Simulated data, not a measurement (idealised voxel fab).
Process module, titled voxel tone inversion
For reference, the cross-section in this document is cut, with width 290 nm and square cells of 5 nm.
Cross-section = grid of square cells, listed top down in bands; band = one or more rows.
For a band, the entry starts with two heights in nm, that of the top and then that of the bottom, and carries on with the band's materials in order from left to right, each alongside its width in nm; the word "all across" beside a single material means it fills the band edge to edge, and "blank" means empty space.
Heights from 0 (as-received wafer is one material below). Bottom band endless downward, as "0 and below".
Quick explanation for "30..40": the width changes in equal steps down the rows of cells, from the first number in the band's top row to the second number in its bottom row.
Where a step carries "no modification", the cross-section came out of it unchanged, cell for cell.
"Sealed void inventory" enumerates empty spaces isolated from the top, with no open way to it, that contain at least 8 cells, giving each as width x height at distance from the left edge, all three in nm.
Post-settings text on a step line: simulator's own remark regarding the step.
Each step line may optionally specify "overlay nm", which for a step with a mask gives the rightward distance between the mask's planned place and where it lay, a negative value indicating the leftward direction.

## Steps in the process plan
step 1: RECEIVE,material Si
step 2: CONFORMAL_DEP,material SiCN,thk nm 5
step 3: DIRECTIONAL_DEP,material polySi,thk nm 15
step 4: PATTERN,tone cover,mask id POSTS,material resist,width nm 15,pitch nm 45,thk nm 25,overlay nm 0
step 5: DIRECTIONAL_ETCH,etch materials polySi,depth nm 15
step 6: STRIP,etch materials resist
step 7: FILL_DEP,material SiO2,thk nm 10
step 8: CMP,height nm 20
step 9: STRIP,etch materials polySi
Variable across wafers: step 4 width nm (plan value is that of the first wafer; starting state common to all).

## First wafer of several, as received: cross-section after step 1
    0 and below = Si all across
    Sealed void inventory: none

## The table below has one row for each wafer; a row shows, as of the end of the module, how many cells of each material the wafer has gained, marked (+), or lost, marked (-), since it was received, and then the wafer's closed voids
width nm 15 | +58 SiCN | +156 SiO2 | Sealed void inventory: none
width nm 20 | +58 SiCN | +150 SiO2 | Sealed void inventory: none
width nm 25 | +58 SiCN | +144 SiO2 | Sealed void inventory: none
width nm 30 | +58 SiCN | +138 SiO2 | Sealed void inventory: none
